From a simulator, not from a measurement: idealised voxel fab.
Process module heading - voxel transistor to metal
It is cross-section cut that appears here, measuring 200 nm in width, its square cells being 5 nm in size.
Think of the cross-section as a grid of square cells. We describe it in bands, top to bottom, and each band covers one or more rows of those cells.
Per band: top height and bottom height in nm, followed by the left-to-right materials and their widths in nm; "all across" marks a single material spanning edge to edge, "air" marks empty space.
Zero point of the height axis is 0; under it, received wafer = one material. Lowest band: continues down indefinitely, "z 0 and below".
The two numbers in a width such as "30..40" mark its ends across the band: the first belongs to the top row of cells, the second to the bottom row, and from each row to the next the width moves by the same amount.
"everything unchanged" after a step means that no cell of the cross-section changed.
What "Non-vented voids" gives you is every empty space of 8 cells or more that is cut off from the top. Each appears as width x height at distance, with the distance taken from the left edge and width, height and distance all in nm.
Formally, on a step line, whatever follows the settings is a remark that the simulator itself makes on the step.
"overlay nm", when on a step's line for a step with a mask, measures how far to the right of its planned place the mask lay; a negative measure means to the left.
Pairs, read this way: before one process step on the one hand, after it on the other, the after cross-section ending at the lowest band that changed; the step between, settings included, beneath. Same starting wafer throughout, but possibly different runs of this module, so no pair continues from the pair above unless its entry headed "Before this step" says so.
## Before this step
z 100 to 75 | air: 90  resist: 15  air: 95
z 75 to 65 | aC all across
z 65 to 50 | SiCN all across
z 50 to 20 | polySi all across
z 20 to 5 | SiO2: 55  SiN: 85  SiO2: 60
z 5 to 0 | SiO2 all across
z 0 to -30 | SiO2: 60  Si: 75  SiO2: 65
z -30 and below | Si all across
Non-vented voids: none
## Post-Process Section
z 90 to 75 | air: 90  resist: 15  air: 95
z 75 to 65 | air: 90  aC: 15  air: 95
Whatever lies below 65 is exactly as it was before.
Non-vented voids: none
Between the two cross-sections shown above lies DIRECTIONAL_ETCH | etch materials aC | depth nm 10
Before this step: Reference is made to the cross-section shown after the step in the pair directly above, which represents the state prior to this step.
## Post-Process Section
z 75 to 65 | air: 90  aC: 15  air: 95
Whatever lies below 65 is exactly as it was before.
Non-vented voids: none
Between the two cross-sections shown above lies STRIP | etch materials resist
Before this step: Reference is made to the cross-section shown after the step in the pair directly above, which represents the state prior to this step.
## Post-Process Section
z 75 to 65 | air: 90  aC: 15  air: 95
z 65 to 50 | air: 90  SiCN: 15  air: 95
Whatever lies below 50 is exactly as it was before.
Non-vented voids: none
Between the two cross-sections shown above lies DIRECTIONAL_ETCH | etch materials SiCN | depth nm 25
Before this step: Reference is made to the cross-section shown after the step in the pair directly above, which represents the state prior to this step.
## Post-Process Section
z 75 to 65 | air: 90  aC: 15  air: 95
z 65 to 50 | air: 90  SiCN: 15  air: 95
z 50 to 20 | air: 90  polySi: 15  air: 95
Whatever lies below 20 is exactly as it was before.
Non-vented voids: none
Between the two cross-sections shown above lies DIRECTIONAL_ETCH | etch materials polySi | depth nm 40
Before this step: Reference is made to the cross-section shown after the step in the pair directly above, which represents the state prior to this step.
## Post-Process Section
z 65 to 50 | air: 90  SiCN: 15  air: 95
Whatever lies below 50 is exactly as it was before.
Non-vented voids: none
Between the two cross-sections shown above lies STRIP | etch materials aC
Before this step: Reference is made to the cross-section shown after the step in the pair directly above, which represents the state prior to this step.
## Post-Process Section
z 70 to 65 | air: 85  SiO2: 25  air: 90
z 65 to 50 | air: 85  SiO2: 5  SiCN: 15  SiO2: 5  air: 90
z 50 to 25 | air: 85  SiO2: 5  polySi: 15  SiO2: 5  air: 90
z 25 to 20 | SiO2: 90  polySi: 15  SiO2: 95
Whatever lies below 20 is exactly as it was before.
Non-vented voids: none
Between the two cross-sections shown above lies CONFORMAL_DEP | material SiO2 | thk nm 5
Before this step: Reference is made to the cross-section shown after the step in the pair directly above, which represents the state prior to this step.
## Post-Process Section
z 65 to 50 | air: 85  SiO2: 5  SiCN: 15  SiO2: 5  air: 90
z 50 to 20 | air: 85  SiO2: 5  polySi: 15  SiO2: 5  air: 90
Whatever lies below 20 is exactly as it was before.
Non-vented voids: none
Between the two cross-sections shown above lies DIRECTIONAL_ETCH | etch materials SiO2 | depth nm 5
Before this step: Reference is made to the cross-section shown after the step in the pair directly above, which represents the state prior to this step.
## Post-Process Section
z 75 to 65 | air: 75  SiN: 45  air: 80
z 65 to 50 | air: 75  SiN: 10  SiO2: 5  SiCN: 15  SiO2: 5  SiN: 10  air: 80
z 50 to 30 | air: 75  SiN: 10  SiO2: 5  polySi: 15  SiO2: 5  SiN: 10  air: 80
z 30 to 20 | SiN: 85  SiO2: 5  polySi: 15  SiO2: 5  SiN: 90
Whatever lies below 20 is exactly as it was before.
Non-vented voids: none
Between the two cross-sections shown above lies CONFORMAL_DEP | material SiN | thk nm 10
Before this step: Reference is made to the cross-section shown after the step in the pair directly above, which represents the state prior to this step.
## Post-Process Section
z 65 to 50 | air: 75  SiN: 10  SiO2: 5  SiCN: 15  SiO2: 5  SiN: 10  air: 80
z 50 to 20 | air: 75  SiN: 10  SiO2: 5  polySi: 15  SiO2: 5  SiN: 10  air: 80
Whatever lies below 20 is exactly as it was before.
Non-vented voids: none
Between the two cross-sections shown above lies DIRECTIONAL_ETCH | etch materials SiN | depth nm 10
Before this step: Reference is made to the cross-section shown after the step in the pair directly above, which represents the state prior to this step.
## Post-Process Section
z 65 to 60 | air: 75  SiN: 10  air: 5  SiCN: 15  air: 5  SiN: 10  air: 80
z 60 to 50 | air: 75  SiN: 10  SiO2: 5  SiCN: 15  SiO2: 5  SiN: 10  air: 80
z 50 to 20 | air: 75  SiN: 10  SiO2: 5  polySi: 15  SiO2: 5  SiN: 10  air: 80
z 20 to 15 | air: 55  SiN: 85  air: 60
Whatever lies below 15 is exactly as it was before.
Non-vented voids: none
Between the two cross-sections shown above lies DIRECTIONAL_ETCH | etch materials SiO2 | depth nm 5
Before this step: Reference is made to the cross-section shown after the step in the pair directly above, which represents the state prior to this step.
## Post-Process Section
z 70 to 65 | SiO2 all across
z 65 to 50 | SiO2: 75  SiN: 10  SiO2: 5  SiCN: 15  SiO2: 5  SiN: 10  SiO2: 80
z 50 to 20 | SiO2: 75  SiN: 10  SiO2: 5  polySi: 15  SiO2: 5  SiN: 10  SiO2: 80
z 20 to 5 | SiO2: 55  SiN: 85  SiO2: 60
Whatever lies below 5 is exactly as it was before.
Non-vented voids: none
Between the two cross-sections shown above lies FILL_DEP | material SiO2 | thk nm 5
Before this step: Reference is made to the cross-section shown after the step in the pair directly above, which represents the state prior to this step.
## Post-Process Section
z 45 to 20 | SiO2: 75  SiN: 10  SiO2: 5  polySi: 15  SiO2: 5  SiN: 10  SiO2: 80
Whatever lies below 20 is exactly as it was before.
Non-vented voids: none
Between the two cross-sections shown above lies CMP | height nm 45
Before this step: Reference is made to the cross-section shown after the step in the pair directly above, which represents the state prior to this step.
## Post-Process Section
z 55 to 45 | SiO2 all across
Whatever lies below 45 is exactly as it was before.
Non-vented voids: none
Between the two cross-sections shown above lies DIRECTIONAL_DEP | material SiO2 | thk nm 10
Before this step: Reference is made to the cross-section shown after the step in the pair directly above, which represents the state prior to this step.
## Post-Process Section
z 65 to 55 | aC all across
Whatever lies below 55 is exactly as it was before.
Non-vented voids: none
Between the two cross-sections shown above lies DIRECTIONAL_DEP | material aC | thk nm 10
Before this step: Reference is made to the cross-section shown after the step in the pair directly above, which represents the state prior to this step.
## Post-Process Section
z 95 to 65 | resist: 60  air: 15  resist: 45  air: 15  resist: 65
Whatever lies below 65 is exactly as it was before.
Non-vented voids: none
Between the two cross-sections shown above lies PATTERN | tone open | mask id CONTACT | material resist | width nm 15 | pitch nm 60 | thk nm 30 | overlay nm 0
Before this step: Reference is made to the cross-section shown after the step in the pair directly above, which represents the state prior to this step.
## Post-Process Section
z 85 to 65 | resist: 60  air: 15  resist: 45  air: 15  resist: 65
z 65 to 55 | aC: 60  air: 15  aC: 45  air: 15  aC: 65
Whatever lies below 55 is exactly as it was before.
Non-vented voids: none
Between the two cross-sections shown above lies DIRECTIONAL_ETCH | etch materials aC | depth nm 10
Before this step: Reference is made to the cross-section shown after the step in the pair directly above, which represents the state prior to this step.
## Post-Process Section
z 65 to 55 | aC: 60  air: 15  aC: 45  air: 15  aC: 65
Whatever lies below 55 is exactly as it was before.
Non-vented voids: none
Between the two cross-sections shown above lies STRIP | etch materials resist
Before this step: Reference is made to the cross-section shown after the step in the pair directly above, which represents the state prior to this step.
## Post-Process Section
z 65 to 55 | aC: 60  air: 15  aC: 45  air: 15  aC: 65
z 55 to 45 | SiO2: 60  air: 15  SiO2: 45  air: 15  SiO2: 65
z 45 to 20 | SiO2: 60  air: 15  SiN: 10  SiO2: 5  polySi: 15  SiO2: 5  SiN: 10  air: 15  SiO2: 65
Whatever lies below 20 is exactly as it was before.
Non-vented voids: none
Between the two cross-sections shown above lies DIRECTIONAL_ETCH | etch materials SiO2 | depth nm 45
Before this step: Reference is made to the cross-section shown after the step in the pair directly above, which represents the state prior to this step.
## Post-Process Section
z 55 to 45 | SiO2: 60  air: 15  SiO2: 45  air: 15  SiO2: 65
Whatever lies below 45 is exactly as it was before.
Non-vented voids: none
Between the two cross-sections shown above lies STRIP | etch materials aC
Before this step: Reference is made to the cross-section shown after the step in the pair directly above, which represents the state prior to this step.
## Post-Process Section
z 60 to 55 | TiN: 65  air: 5  TiN: 55  air: 5  TiN: 70
z 55 to 45 | SiO2: 60  TiN: 5  air: 5  TiN: 5  SiO2: 45  TiN: 5  air: 5  TiN: 5  SiO2: 65
z 45 to 25 | SiO2: 60  TiN: 5  air: 5  TiN: 5  SiN: 10  SiO2: 5  polySi: 15  SiO2: 5  SiN: 10  TiN: 5  air: 5  TiN: 5  SiO2: 65
z 25 to 20 | SiO2: 60  TiN: 15  SiN: 10  SiO2: 5  polySi: 15  SiO2: 5  SiN: 10  TiN: 15  SiO2: 65
Whatever lies below 20 is exactly as it was before.
Non-vented voids: none
Between the two cross-sections shown above lies CONFORMAL_DEP | material TiN | thk nm 5
Before this step: Reference is made to the cross-section shown after the step in the pair directly above, which represents the state prior to this step.
## Post-Process Section
z 70 to 60 | W all across
z 60 to 55 | TiN: 65  W: 5  TiN: 55  W: 5  TiN: 70
z 55 to 45 | SiO2: 60  TiN: 5  W: 5  TiN: 5  SiO2: 45  TiN: 5  W: 5  TiN: 5  SiO2: 65
z 45 to 25 | SiO2: 60  TiN: 5  W: 5  TiN: 5  SiN: 10  SiO2: 5  polySi: 15  SiO2: 5  SiN: 10  TiN: 5  W: 5  TiN: 5  SiO2: 65
Whatever lies below 25 is exactly as it was before.
Non-vented voids: none
Between the two cross-sections shown above lies FILL_DEP | material W | thk nm 10
Before this step: Reference is made to the cross-section shown after the step in the pair directly above, which represents the state prior to this step.
## Post-Process Section
z 55 to 45 | SiO2: 60  TiN: 5  W: 5  TiN: 5  SiO2: 45  TiN: 5  W: 5  TiN: 5  SiO2: 65
Whatever lies below 45 is exactly as it was before.
Non-vented voids: none
Between the two cross-sections shown above lies CMP | height nm 55
Before this step: Reference is made to the cross-section shown after the step in the pair directly above, which represents the state prior to this step.
## Post-Process Section
z 60 to 55 | SiCN all across
Whatever lies below 55 is exactly as it was before.
Non-vented voids: none
Between the two cross-sections shown above lies CONFORMAL_DEP | material SiCN | thk nm 5
Before this step: Reference is made to the cross-section shown after the step in the pair directly above, which represents the state prior to this step.
## Post-Process Section
z 75 to 60 | SiO2 all across
Whatever lies below 60 is exactly as it was before.
Non-vented voids: none
Between the two cross-sections shown above lies DIRECTIONAL_DEP | material SiO2 | thk nm 15
Before this step: Reference is made to the cross-section shown after the step in the pair directly above, which represents the state prior to this step.
## Post-Process Section
z 90 to 75 | resist: 60  air: 15  resist: 45  air: 15  resist: 65
Whatever lies below 75 is exactly as it was before.
Non-vented voids: none
Between the two cross-sections shown above lies PATTERN | tone open | mask id METAL_1 | material resist | width nm 15 | pitch nm 60 | thk nm 15 | overlay nm 0
Before this step: Reference is made to the cross-section shown after the step in the pair directly above, which represents the state prior to this step.
## Post-Process Section
z 90 to 75 | resist: 60  air: 15  resist: 45  air: 15  resist: 65
z 75 to 60 | SiO2: 60  air: 15  SiO2: 45  air: 15  SiO2: 65
Whatever lies below 60 is exactly as it was before.
Non-vented voids: none
Between the two cross-sections shown above lies DIRECTIONAL_ETCH | etch materials SiO2 | depth nm 15
Before this step: Reference is made to the cross-section shown after the step in the pair directly above, which represents the state prior to this step.
## Post-Process Section
z 90 to 75 | resist: 60  air: 15  resist: 45  air: 15  resist: 65
z 75 to 60 | SiO2: 60  air: 15  SiO2: 45  air: 15  SiO2: 65
z 60 to 55 | SiCN: 60  air: 15  SiCN: 45  air: 15  SiCN: 65
Whatever lies below 55 is exactly as it was before.
Non-vented voids: none
Between the two cross-sections shown above lies DIRECTIONAL_ETCH | etch materials SiCN | depth nm 5
Before this step: Reference is made to the cross-section shown after the step in the pair directly above, which represents the state prior to this step.
## Post-Process Section
z 75 to 60 | SiO2: 60  air: 15  SiO2: 45  air: 15  SiO2: 65
Whatever lies below 60 is exactly as it was before.
Non-vented voids: none
Between the two cross-sections shown above lies STRIP | etch materials resist
Before this step: Reference is made to the cross-section shown after the step in the pair directly above, which represents the state prior to this step.
## Post-Process Section
z 80 to 75 | TiN: 65  air: 5  TiN: 55  air: 5  TiN: 70
z 75 to 60 | SiO2: 60  TiN: 5  air: 5  TiN: 5  SiO2: 45  TiN: 5  air: 5  TiN: 5  SiO2: 65
z 60 to 55 | SiCN: 60  TiN: 15  SiCN: 45  TiN: 15  SiCN: 65
Whatever lies below 55 is exactly as it was before.
Non-vented voids: none
Between the two cross-sections shown above lies CONFORMAL_DEP | material TiN | thk nm 5
Before this step: Reference is made to the cross-section shown after the step in the pair directly above, which represents the state prior to this step.
## Post-Process Section
z 90 to 80 | W all across
z 80 to 75 | TiN: 65  W: 5  TiN: 55  W: 5  TiN: 70
z 75 to 60 | SiO2: 60  TiN: 5  W: 5  TiN: 5  SiO2: 45  TiN: 5  W: 5  TiN: 5  SiO2: 65
Whatever lies below 60 is exactly as it was before.
Non-vented voids: none
Between the two cross-sections shown above lies FILL_DEP | material W | thk nm 10
Before this step: Reference is made to the cross-section shown after the step in the pair directly above, which represents the state prior to this step.
## Post-Process Section
z 75 to 60 | SiO2: 60  TiN: 5  W: 5  TiN: 5  SiO2: 45  TiN: 5  W: 5  TiN: 5  SiO2: 65
Whatever lies below 60 is exactly as it was before.
Non-vented voids: none
Between the two cross-sections shown above lies CMP | height nm 75
Before this step: Reference is made to the cross-section shown after the step in the pair directly above, which represents the state prior to this step.
## Post-Process Section
z 80 to 75 | SiCN all across
Whatever lies below 75 is exactly as it was before.
Non-vented voids: none
Between the two cross-sections shown above lies CONFORMAL_DEP | material SiCN | thk nm 5
Before this step: Reference is made to the cross-section shown after the step in the pair directly above, which represents the state prior to this step.
## Post-Process Section
z 105 to 80 | SiO2 all across
Whatever lies below 80 is exactly as it was before.
Non-vented voids: none
Between the two cross-sections shown above lies DIRECTIONAL_DEP | material SiO2 | thk nm 25
Before this step: Reference is made to the cross-section shown after the step in the pair directly above, which represents the state prior to this step.
## Post-Process Section
z 125 to 105 | resist: 60  air: 15  resist: 45  air: 15  resist: 65
Whatever lies below 105 is exactly as it was before.
Non-vented voids: none
Between the two cross-sections shown above lies PATTERN | tone open | mask id METAL_2 | material resist | width nm 15 | pitch nm 60 | thk nm 20 | overlay nm 0
Before this step: Reference is made to the cross-section shown after the step in the pair directly above, which represents the state prior to this step.
## Post-Process Section
z 125 to 105 | resist: 60  air: 15  resist: 45  air: 15  resist: 65
z 105 to 90 | SiO2: 60  air: 15  SiO2: 45  air: 15  SiO2: 65
Whatever lies below 90 is exactly as it was before.
Non-vented voids: none
Between the two cross-sections shown above lies DIRECTIONAL_ETCH | etch materials SiO2 | depth nm 15
Before this step: Reference is made to the cross-section shown after the step in the pair directly above, which represents the state prior to this step.
## Post-Process Section
z 105 to 90 | SiO2: 60  air: 15  SiO2: 45  air: 15  SiO2: 65
Whatever lies below 90 is exactly as it was before.
Non-vented voids: none
Between the two cross-sections shown above lies STRIP | etch materials resist
Before this step: Reference is made to the cross-section shown after the step in the pair directly above, which represents the state prior to this step.
## Post-Process Section
z 125 to 105 | resist: 60  air: 15  resist: 45  air: 15  resist: 65
Whatever lies below 105 is exactly as it was before.
Non-vented voids: none
Between the two cross-sections shown above lies PATTERN | tone open | mask id METAL_2_HOLES | material resist | width nm 15 | pitch nm 60 | thk nm 20 | overlay nm 0
Before this step: Reference is made to the cross-section shown after the step in the pair directly above, which represents the state prior to this step.
## Post-Process Section
z 125 to 105 | resist: 60  air: 15  resist: 45  air: 15  resist: 65
z 105 to 80 | SiO2: 60  air: 15  SiO2: 45  air: 15  SiO2: 65
Whatever lies below 80 is exactly as it was before.
Non-vented voids: none
Between the two cross-sections shown above lies DIRECTIONAL_ETCH | etch materials SiO2 | depth nm 10
Before this step: Reference is made to the cross-section shown after the step in the pair directly above, which represents the state prior to this step.
## Post-Process Section
z 125 to 105 | resist: 60  air: 15  resist: 45  air: 15  resist: 65
z 105 to 80 | SiO2: 60  air: 15  SiO2: 45  air: 15  SiO2: 65
z 80 to 75 | SiCN: 60  air: 15  SiCN: 45  air: 15  SiCN: 65
Whatever lies below 75 is exactly as it was before.
Non-vented voids: none
Between the two cross-sections shown above lies DIRECTIONAL_ETCH | etch materials SiCN | depth nm 5
Before this step: Reference is made to the cross-section shown after the step in the pair directly above, which represents the state prior to this step.
## Post-Process Section
z 105 to 80 | SiO2: 60  air: 15  SiO2: 45  air: 15  SiO2: 65
Whatever lies below 80 is exactly as it was before.
Non-vented voids: none
Between the two cross-sections shown above lies STRIP | etch materials resist
Before this step: Reference is made to the cross-section shown after the step in the pair directly above, which represents the state prior to this step.
## Post-Process Section
z 110 to 105 | TiN: 65  air: 5  TiN: 55  air: 5  TiN: 70
z 105 to 80 | SiO2: 60  TiN: 5  air: 5  TiN: 5  SiO2: 45  TiN: 5  air: 5  TiN: 5  SiO2: 65
z 80 to 75 | SiCN: 60  TiN: 15  SiCN: 45  TiN: 15  SiCN: 65
Whatever lies below 75 is exactly as it was before.
Non-vented voids: none
Between the two cross-sections shown above lies CONFORMAL_DEP | material TiN | thk nm 5
Before this step: Reference is made to the cross-section shown after the step in the pair directly above, which represents the state prior to this step.
## Post-Process Section
z 115 to 110 | Ru all across
z 110 to 105 | TiN: 65  Ru: 5  TiN: 55  Ru: 5  TiN: 70
z 105 to 80 | SiO2: 60  TiN: 5  Ru: 5  TiN: 5  SiO2: 45  TiN: 5  Ru: 5  TiN: 5  SiO2: 65
Whatever lies below 80 is exactly as it was before.
Non-vented voids: none
Between the two cross-sections shown above lies FILL_DEP | material Ru | thk nm 5
Before this step: Reference is made to the cross-section shown after the step in the pair directly above, which represents the state prior to this step.
## Post-Process Section
z 105 to 80 | SiO2: 60  TiN: 5  Ru: 5  TiN: 5  SiO2: 45  TiN: 5  Ru: 5  TiN: 5  SiO2: 65
Whatever lies below 80 is exactly as it was before.
Non-vented voids: none
Between the two cross-sections shown above lies CMP | height nm 105
Before this step: Reference is made to the cross-section shown after the step in the pair directly above, which represents the state prior to this step.
## Post-Process Section
z 110 to 105 | SiCN all across
Whatever lies below 105 is exactly as it was before.
Non-vented voids: none
Between the two cross-sections shown above lies CONFORMAL_DEP | material SiCN | thk nm 5
## Before this step
z 105 to 80 | SiO2 all across
z 80 to 75 | SiCN all across
z 75 to 60 | SiO2: 60  TiN: 5  W: 5  TiN: 5  SiO2: 45  TiN: 5  W: 5  TiN: 5  SiO2: 65
z 60 to 55 | SiCN: 60  TiN: 15  SiCN: 45  TiN: 15  SiCN: 65
z 55 to 45 | SiO2: 60  TiN: 5  W: 5  TiN: 5  SiO2: 45  TiN: 5  W: 5  TiN: 5  SiO2: 65
z 45 to 30 | SiO2: 60  TiN: 5  W: 5  TiN: 5  SiN: 10  SiO2: 5  SiCN: 15  SiO2: 5  SiN: 10  TiN: 5  W: 5  TiN: 5  SiO2: 65
z 30 to 15 | SiO2: 60  TiN: 5  W: 5  TiN: 5  SiN: 10  SiO2: 5  polySi: 15  SiO2: 5  SiN: 10  TiN: 5  W: 5  TiN: 5  SiO2: 65
z 15 to 10 | SiO2: 60  TiN: 15  SiN: 10  SiO2: 5  polySi: 15  SiO2: 5  SiN: 10  TiN: 15  SiO2: 65
z 10 to 5 | SiO2: 60  nSi: 15  SiN: 10  SiO2: 5  polySi: 15  SiO2: 5  SiN: 10  nSi: 15  SiO2: 65
z 5 to 0 | SiO2: 55  SiN: 10  nSi: 10  SiN: 10  SiO2: 5  polySi: 15  SiO2: 5  SiN: 10  nSi: 10  SiN: 10  SiO2: 60
z 0 to -5 | SiO2: 65  nSi: 10  SiO2: 45  nSi: 10  SiO2: 70
z -5 to -20 | SiO2: 60  Si: 5  nSi: 10  Si: 45  nSi: 10  Si: 5  SiO2: 65
z -20 to -30 | SiO2: 60  Si: 75  SiO2: 65
z -30 and below | Si all across
Non-vented voids: none
## Post-Process Section
z 130 to 80 | SiO2 all across
Whatever lies below 80 is exactly as it was before.
Non-vented voids: none
Between the two cross-sections shown above lies DIRECTIONAL_DEP | material SiO2 | thk nm 25
Before this step: Reference is made to the cross-section shown after the step in the pair directly above, which represents the state prior to this step.
## Post-Process Section
z 150 to 130 | resist: 60  air: 15  resist: 45  air: 15  resist: 65
Whatever lies below 130 is exactly as it was before.
Non-vented voids: none
Between the two cross-sections shown above lies PATTERN | tone open | mask id METAL_2 | material resist | width nm 15 | pitch nm 60 | thk nm 20 | overlay nm 0
Before this step: Reference is made to the cross-section shown after the step in the pair directly above, which represents the state prior to this step.
## Post-Process Section
z 150 to 130 | resist: 60  air: 15  resist: 45  air: 15  resist: 65
z 130 to 115 | SiO2: 60  air: 15  SiO2: 45  air: 15  SiO2: 65
Whatever lies below 115 is exactly as it was before.
Non-vented voids: none
Between the two cross-sections shown above lies DIRECTIONAL_ETCH | etch materials SiO2 | depth nm 15
Before this step: Reference is made to the cross-section shown after the step in the pair directly above, which represents the state prior to this step.
## Post-Process Section
z 130 to 115 | SiO2: 60  air: 15  SiO2: 45  air: 15  SiO2: 65
Whatever lies below 115 is exactly as it was before.
Non-vented voids: none
Between the two cross-sections shown above lies STRIP | etch materials resist
Before this step: Reference is made to the cross-section shown after the step in the pair directly above, which represents the state prior to this step.
## Post-Process Section
z 150 to 130 | resist: 60  air: 15  resist: 45  air: 15  resist: 65
Whatever lies below 130 is exactly as it was before.
Non-vented voids: none
Between the two cross-sections shown above lies PATTERN | tone open | mask id METAL_2_HOLES | material resist | width nm 15 | pitch nm 60 | thk nm 20 | overlay nm 0
Before this step: Reference is made to the cross-section shown after the step in the pair directly above, which represents the state prior to this step.
## Post-Process Section
z 150 to 130 | resist: 60  air: 15  resist: 45  air: 15  resist: 65
z 130 to 105 | SiO2: 60  air: 15  SiO2: 45  air: 15  SiO2: 65
Whatever lies below 105 is exactly as it was before.
Non-vented voids: none
Between the two cross-sections shown above lies DIRECTIONAL_ETCH | etch materials SiO2 | depth nm 10
Before this step: Reference is made to the cross-section shown after the step in the pair directly above, which represents the state prior to this step.
## Post-Process Section
z 130 to 105 | SiO2: 60  air: 15  SiO2: 45  air: 15  SiO2: 65
Whatever lies below 105 is exactly as it was before.
Non-vented voids: none
Between the two cross-sections shown above lies STRIP | etch materials resist
Before this step: Reference is made to the cross-section shown after the step in the pair directly above, which represents the state prior to this step.
## Post-Process Section
z 135 to 130 | TiN: 65  air: 5  TiN: 55  air: 5  TiN: 70
z 130 to 110 | SiO2: 60  TiN: 5  air: 5  TiN: 5  SiO2: 45  TiN: 5  air: 5  TiN: 5  SiO2: 65
z 110 to 105 | SiO2: 60  TiN: 15  SiO2: 45  TiN: 15  SiO2: 65
Whatever lies below 105 is exactly as it was before.
Non-vented voids: none
Between the two cross-sections shown above lies CONFORMAL_DEP | material TiN | thk nm 5
Before this step: Reference is made to the cross-section shown after the step in the pair directly above, which represents the state prior to this step.
## Post-Process Section
z 140 to 135 | Ru all across
z 135 to 130 | TiN: 65  Ru: 5  TiN: 55  Ru: 5  TiN: 70
z 130 to 110 | SiO2: 60  TiN: 5  Ru: 5  TiN: 5  SiO2: 45  TiN: 5  Ru: 5  TiN: 5  SiO2: 65
Whatever lies below 110 is exactly as it was before.
Non-vented voids: none
Between the two cross-sections shown above lies FILL_DEP | material Ru | thk nm 5
Before this step: Reference is made to the cross-section shown after the step in the pair directly above, which represents the state prior to this step.
## Post-Process Section
z 105 to 80 | SiO2 all across
Whatever lies below 80 is exactly as it was before.
Non-vented voids: none
Between the two cross-sections shown above lies CMP | height nm 105
Before this step: Reference is made to the cross-section shown after the step in the pair directly above, which represents the state prior to this step.
## Post-Process Section
z 110 to 105 | SiCN all across
Whatever lies below 105 is exactly as it was before.
Non-vented voids: none
Between the two cross-sections shown above lies CONFORMAL_DEP | material SiCN | thk nm 5
## Before this step
z 55 to 45 | SiO2: 60  TiN: 5  W: 5  TiN: 5  SiO2: 45  TiN: 5  W: 5  TiN: 5  SiO2: 65
z 45 to 30 | SiO2: 60  TiN: 5  W: 5  TiN: 5  SiN: 10  SiO2: 5  SiCN: 15  SiO2: 5  SiN: 10  TiN: 5  W: 5  TiN: 5  SiO2: 65
z 30 to 15 | SiO2: 60  TiN: 5  W: 5  TiN: 5  SiN: 10  SiO2: 5  polySi: 15  SiO2: 5  SiN: 10  TiN: 5  W: 5  TiN: 5  SiO2: 65
z 15 to 10 | SiO2: 60  TiN: 15  SiN: 10  SiO2: 5  polySi: 15  SiO2: 5  SiN: 10  TiN: 15  SiO2: 65
z 10 to 5 | SiO2: 60  nSi: 15  SiN: 10  SiO2: 5  polySi: 15  SiO2: 5  SiN: 10  nSi: 15  SiO2: 65
z 5 to 0 | SiO2: 55  SiN: 10  nSi: 10  SiN: 10  SiO2: 5  polySi: 15  SiO2: 5  SiN: 10  nSi: 10  SiN: 10  SiO2: 60
z 0 to -5 | SiO2: 65  nSi: 10  SiO2: 45  nSi: 10  SiO2: 70
z -5 to -20 | SiO2: 60  Si: 5  nSi: 10  Si: 45  nSi: 10  Si: 5  SiO2: 65
z -20 to -30 | SiO2: 60  Si: 75  SiO2: 65
z -30 and below | Si all across
Non-vented voids: none
## Post-Process Section
z 70 to 55 | SiO2 all across
Whatever lies below 55 is exactly as it was before.
Non-vented voids: none
Between the two cross-sections shown above lies DIRECTIONAL_DEP | material SiO2 | thk nm 15
Before this step: Reference is made to the cross-section shown after the step in the pair directly above, which represents the state prior to this step.
## Post-Process Section
z 75 to 70 | SiCN all across
Whatever lies below 70 is exactly as it was before.
Non-vented voids: none
Between the two cross-sections shown above lies CONFORMAL_DEP | material SiCN | thk nm 5
Before this step: Reference is made to the cross-section shown after the step in the pair directly above, which represents the state prior to this step.
## Post-Process Section
z 90 to 75 | resist: 60  air: 15  resist: 45  air: 15  resist: 65
Whatever lies below 75 is exactly as it was before.
Non-vented voids: none
Between the two cross-sections shown above lies PATTERN | tone open | mask id METAL_1 | material resist | width nm 15 | pitch nm 60 | thk nm 15 | overlay nm 0
Before this step: Reference is made to the cross-section shown after the step in the pair directly above, which represents the state prior to this step.
## Post-Process Section
z 90 to 75 | resist: 60  air: 15  resist: 45  air: 15  resist: 65
z 75 to 70 | SiCN: 60  air: 15  SiCN: 45  air: 15  SiCN: 65
Whatever lies below 70 is exactly as it was before.
Non-vented voids: none
Between the two cross-sections shown above lies DIRECTIONAL_ETCH | etch materials SiCN | depth nm 5
Before this step: Reference is made to the cross-section shown after the step in the pair directly above, which represents the state prior to this step.
## Post-Process Section
z 75 to 70 | SiCN: 60  air: 15  SiCN: 45  air: 15  SiCN: 65
Whatever lies below 70 is exactly as it was before.
Non-vented voids: none
Between the two cross-sections shown above lies STRIP | etch materials resist
Before this step: Reference is made to the cross-section shown after the step in the pair directly above, which represents the state prior to this step.
## Post-Process Section
z 80 to 75 | TiN: 65  air: 5  TiN: 55  air: 5  TiN: 70
z 75 to 70 | SiCN: 60  TiN: 15  SiCN: 45  TiN: 15  SiCN: 65
Whatever lies below 70 is exactly as it was before.
Non-vented voids: none
Between the two cross-sections shown above lies CONFORMAL_DEP | material TiN | thk nm 5
Before this step: Reference is made to the cross-section shown after the step in the pair directly above, which represents the state prior to this step.
## Post-Process Section
z 90 to 80 | W all across
z 80 to 75 | TiN: 65  W: 5  TiN: 55  W: 5  TiN: 70
Whatever lies below 75 is exactly as it was before.
Non-vented voids: none
Between the two cross-sections shown above lies FILL_DEP | material W | thk nm 10
Before this step: Reference is made to the cross-section shown after the step in the pair directly above, which represents the state prior to this step.
## Post-Process Section
z 75 to 70 | SiCN: 60  TiN: 15  SiCN: 45  TiN: 15  SiCN: 65
Whatever lies below 70 is exactly as it was before.
Non-vented voids: none
Between the two cross-sections shown above lies CMP | height nm 75
Before this step: Reference is made to the cross-section shown after the step in the pair directly above, which represents the state prior to this step.
## Post-Process Section
z 80 to 75 | SiCN all across
Whatever lies below 75 is exactly as it was before.
Non-vented voids: none
Between the two cross-sections shown above lies CONFORMAL_DEP | material SiCN | thk nm 5
Before this step: Reference is made to the cross-section shown after the step in the pair directly above, which represents the state prior to this step.
## Post-Process Section
z 105 to 80 | SiO2 all across
Whatever lies below 80 is exactly as it was before.
Non-vented voids: none
Between the two cross-sections shown above lies DIRECTIONAL_DEP | material SiO2 | thk nm 25
Before this step: Reference is made to the cross-section shown after the step in the pair directly above, which represents the state prior to this step.
## Post-Process Section
z 125 to 105 | resist: 60  air: 15  resist: 45  air: 15  resist: 65
Whatever lies below 105 is exactly as it was before.
Non-vented voids: none
Between the two cross-sections shown above lies PATTERN | tone open | mask id METAL_2 | material resist | width nm 15 | pitch nm 60 | thk nm 20 | overlay nm 0
Before this step: Reference is made to the cross-section shown after the step in the pair directly above, which represents the state prior to this step.
## Post-Process Section
z 125 to 105 | resist: 60  air: 15  resist: 45  air: 15  resist: 65
z 105 to 90 | SiO2: 60  air: 15  SiO2: 45  air: 15  SiO2: 65
Whatever lies below 90 is exactly as it was before.
Non-vented voids: none
Between the two cross-sections shown above lies DIRECTIONAL_ETCH | etch materials SiO2 | depth nm 15
Before this step: Reference is made to the cross-section shown after the step in the pair directly above, which represents the state prior to this step.
## Post-Process Section
z 105 to 90 | SiO2: 60  air: 15  SiO2: 45  air: 15  SiO2: 65
Whatever lies below 90 is exactly as it was before.
Non-vented voids: none
Between the two cross-sections shown above lies STRIP | etch materials resist
